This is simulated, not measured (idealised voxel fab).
Process module, titled voxel gate over fins
235 nm wide, 5 nm square cells: that's cross-section cut.
A cross-section is a grid of square cells, given in bands from the top down. A band is one or more rows of cells.
A band entry consists of two parts. The first gives the height of the band's top and the height of its bottom, in nm. The rest lists the band's materials from left to right, each with its width in nm. A single material labelled with the word "everywhere" fills the band from edge to edge, and the word "air" marks empty space.
Height datum 0, below which the as-received substrate wafer is one material. Lowest band open at the bottom, running downward: "z 0 and below".
When a width is written as two numbers, as in "30->40", the first number is the width in the top row of cells of the band and the second is the width in its bottom row, and the width changes by the same amount from each row to the next.
Where the words "everything unchanged" appear for a step, the cross-section shows no cell changed by that step; every cell remained as before.
"Internal closed voids": empty spaces of 8 cells or more with no open way to the top, each given as width x height at distance, distance from the left edge, all in nm.
Anything after a step's settings on that line? It's the simulator's own note about the step.
For masked steps, "overlay nm" on the step line gives how far right of plan the mask actually lay; a minus sign means it lay to the left.
-- plan
1,RECEIVE,material Si
2,CONFORMAL_DEP,material SiN,thk nm 10
3,DIRECTIONAL_DEP,material aC,thk nm 15
4,PATTERN,tone cover,mask id FINS,material resist,width nm 15,pitch nm 50,thk nm 30,overlay nm 0
5,DIRECTIONAL_ETCH,etch materials aC,depth nm 15
6,STRIP,etch materials resist
7,DIRECTIONAL_ETCH,etch materials SiN,depth nm 10
8,DIRECTIONAL_ETCH,etch materials Si,depth nm 30
9,STRIP,etch materials aC
10,FILL_DEP,material SiO2,thk nm 5
11,CMP,height nm 10
12,DIRECTIONAL_DEP,material aC,thk nm 15
13,PATTERN,tone open,mask id RAIL,material resist,width nm 15,thk nm 30,overlay nm 0
14,DIRECTIONAL_ETCH,etch materials aC,depth nm 15
15,STRIP,etch materials resist
16,DIRECTIONAL_ETCH,etch materials SiO2,depth nm 35
17,STRIP,etch materials aC
18,CONFORMAL_DEP,material TiN,thk nm 5
19,FILL_DEP,material W,thk nm 10
20,CMP,height nm 10
21,SELECTIVE_ETCH,etch materials W Ru TiN,depth nm 25
22,FILL_DEP,material SiO2,thk nm 5
23,CMP,height nm 10
24,SELECTIVE_ETCH,etch materials SiO2,depth nm 20
25,STRIP,etch materials SiN
26,CONFORMAL_DEP,material HfO2,thk nm 5
27,CONFORMAL_DEP,material TiN,thk nm 5
28,FILL_DEP,material W,thk nm 10
29,CMP,height nm 15
30,CONFORMAL_DEP,material SiCN,thk nm 10
-- Cross-section, incoming material, after step 1
	z 0 and below  Si everywhere
	Internal closed voids: none
-- Cross-sectional view of the first of the two wafers upon completion of the module, processed in accordance with the plan
	z 25 to 15  SiCN everywhere
	z 15 to 10  W everywhere
	z 10 to 5  W 50 nm, then TiN 35 nm, then W 15 nm, then TiN 35 nm, then W 15 nm, then TiN 35 nm, then W 50 nm
	z 5 to 0  W 50 nm, then TiN 5 nm, then HfO2 25 nm, then TiN 5 nm, then W 15 nm, then TiN 5 nm, then HfO2 25 nm, then TiN 5 nm, then W 15 nm, then TiN 5 nm, then HfO2 25 nm, then TiN 5 nm, then W 50 nm
	z 0 to -5  TiN 55 nm, then HfO2 5 nm, then Si 15 nm, then HfO2 5 nm, then TiN 25 nm, then HfO2 5 nm, then Si 15 nm, then HfO2 5 nm, then TiN 25 nm, then HfO2 5 nm, then Si 15 nm, then HfO2 5 nm, then TiN 55 nm
	z -5 to -10  HfO2 60 nm, then Si 15 nm, then HfO2 35 nm, then Si 15 nm, then HfO2 35 nm, then Si 15 nm, then HfO2 60 nm
	z -10 to -15  SiO2 60 nm, then Si 15 nm, then SiO2 35 nm, then Si 15 nm, then SiO2 35 nm, then Si 15 nm, then SiO2 60 nm
	z -15 to -20  SiO2 60 nm, then Si 15 nm, then SiO2 10 nm, then TiN 5 nm, then W 5 nm, then TiN 5 nm, then SiO2 10 nm, then Si 15 nm, then SiO2 35 nm, then Si 15 nm, then SiO2 60 nm
	z -20 to -25  SiO2 60 nm, then Si 15 nm, then SiO2 10 nm, then TiN 15 nm, then SiO2 10 nm, then Si 15 nm, then SiO2 35 nm, then Si 15 nm, then SiO2 60 nm
	z -25 to -30  SiO2 60 nm, then Si 15 nm, then SiO2 35 nm, then Si 15 nm, then SiO2 35 nm, then Si 15 nm, then SiO2 60 nm
	z -30 and below  Si everywhere
	Internal closed voids: none
-- Now the second wafer, cross-sectioned at the end of the module. Nothing different at the start, nothing different in the plan compared with the first, just one mistake when it was actually run
	z 25 to 15  SiCN everywhere
	z 15 to 10  W everywhere
	z 10 to 5  W 40 nm, then TiN 35 nm, then W 15 nm, then TiN 35 nm, then W 15 nm, then TiN 35 nm, then W 60 nm
	z 5 to 0  W 40 nm, then TiN 5 nm, then HfO2 25 nm, then TiN 5 nm, then W 15 nm, then TiN 5 nm, then HfO2 25 nm, then TiN 5 nm, then W 15 nm, then TiN 5 nm, then HfO2 25 nm, then TiN 5 nm, then W 60 nm
	z 0 to -5  TiN 45 nm, then HfO2 5 nm, then Si 15 nm, then HfO2 5 nm, then TiN 25 nm, then HfO2 5 nm, then Si 15 nm, then HfO2 5 nm, then TiN 25 nm, then HfO2 5 nm, then Si 15 nm, then HfO2 5 nm, then TiN 65 nm
	z -5 to -10  HfO2 50 nm, then Si 15 nm, then HfO2 35 nm, then Si 15 nm, then HfO2 35 nm, then Si 15 nm, then HfO2 70 nm
	z -10 to -15  SiO2 50 nm, then Si 15 nm, then SiO2 35 nm, then Si 15 nm, then SiO2 35 nm, then Si 15 nm, then SiO2 70 nm
	z -15 to -20  SiO2 50 nm, then Si 15 nm, then SiO2 20 nm, then TiN 5 nm, then W 5 nm, then TiN 5 nm, then Si 15 nm, then SiO2 35 nm, then Si 15 nm, then SiO2 70 nm
	z -20 to -25  SiO2 50 nm, then Si 15 nm, then SiO2 20 nm, then TiN 15 nm, then Si 15 nm, then SiO2 35 nm, then Si 15 nm, then SiO2 70 nm
	z -25 to -30  SiO2 50 nm, then Si 15 nm, then SiO2 35 nm, then Si 15 nm, then SiO2 35 nm, then Si 15 nm, then SiO2 70 nm
	z -30 and below  Si everywhere
	Internal closed voids: none
What was the processing mistake? heads up, step 4 didn't go per plan, it actually ran as PATTERN,tone cover,mask id FINS,material resist,width nm 15,pitch nm 50,thk nm 30,overlay nm -10
In the final comparison it is observed that the number of cells assigned to each material is identical for the two wafers, whereas their placement is not.
